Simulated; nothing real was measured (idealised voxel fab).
process module | voxel double patterning
cross-section cut | 215 nm wide | cells 5 nm
A cross-section is a grid of square cells, given in bands from the top down. A band is one or more rows of cells.
Each band's line starts with the height of the band's top and of its bottom, in nm. Then come its materials from left to right, each with its width in nm. One material with "throughout" fills the band from edge to edge. "air" is empty space.
Height 0 is the level under which the wafer as received is all one material. The lowest band goes on downwards, as in "0 down".
A width such as "30 to 40" changes by the same amount from each row of cells to the next, from the band's top row to its bottom row.
"no change" after a step means that no cell of the cross-section changed.
closed voids: empty space of 8 cells or more with no open way to the top, each as width x height at its distance from the left edge, in nm
after a step's settings: what the simulator itself notes on the step
overlay nm, on a step with a mask: how far to the right of its planned place the mask lay; to the left if negative
plan
1 op RECEIVE | material Si
2 op CONFORMAL_DEP | material SiO2 | thk nm 10
3 op DIRECTIONAL_DEP | material polySi | thk nm 10
4 op DIRECTIONAL_DEP | material SiN | thk nm 5
5 op DIRECTIONAL_DEP | material aC | thk nm 15
6 op PATTERN | tone open | mask id FIRST | material resist | width nm 15 | pitch nm 50 | thk nm 30 | overlay nm 0
7 op DIRECTIONAL_ETCH | etch materials aC | depth nm 15
8 op STRIP | etch materials resist
9 op DIRECTIONAL_ETCH | etch materials SiN | depth nm 5
10 op STRIP | etch materials aC
11 op MASKED_ETCH | tone open | mask id SECOND | width nm 15 | etch materials SiN | depth nm 5 | overlay nm 0
12 op DIRECTIONAL_ETCH | etch materials polySi | depth nm 10
13 op STRIP | etch materials SiN
as received, after step 1
  0 down: Si throughout
  closed voids: none
first wafer at the end, as planned
  20 to 10: polySi 75 | air 15 | polySi 10 | air 15 | polySi 10 | air 15 | polySi 75
  10 to 0: SiO2 throughout
  0 down: Si throughout
  closed voids: none
second wafer at the end: like start, like plan, one mistake
  20 to 10: air 75 | polySi 15 | air 35 | polySi 15 | air 75
  10 to 0: SiO2 throughout
  0 down: Si throughout
  closed voids: none
what went wrong: step 6 ran as: op PATTERN | tone cover | mask id FIRST | material resist | width nm 15 | pitch nm 50 | thk nm 30 | overlay nm 0
at the end the second wafer has, in cells: 56 fewer of polySi
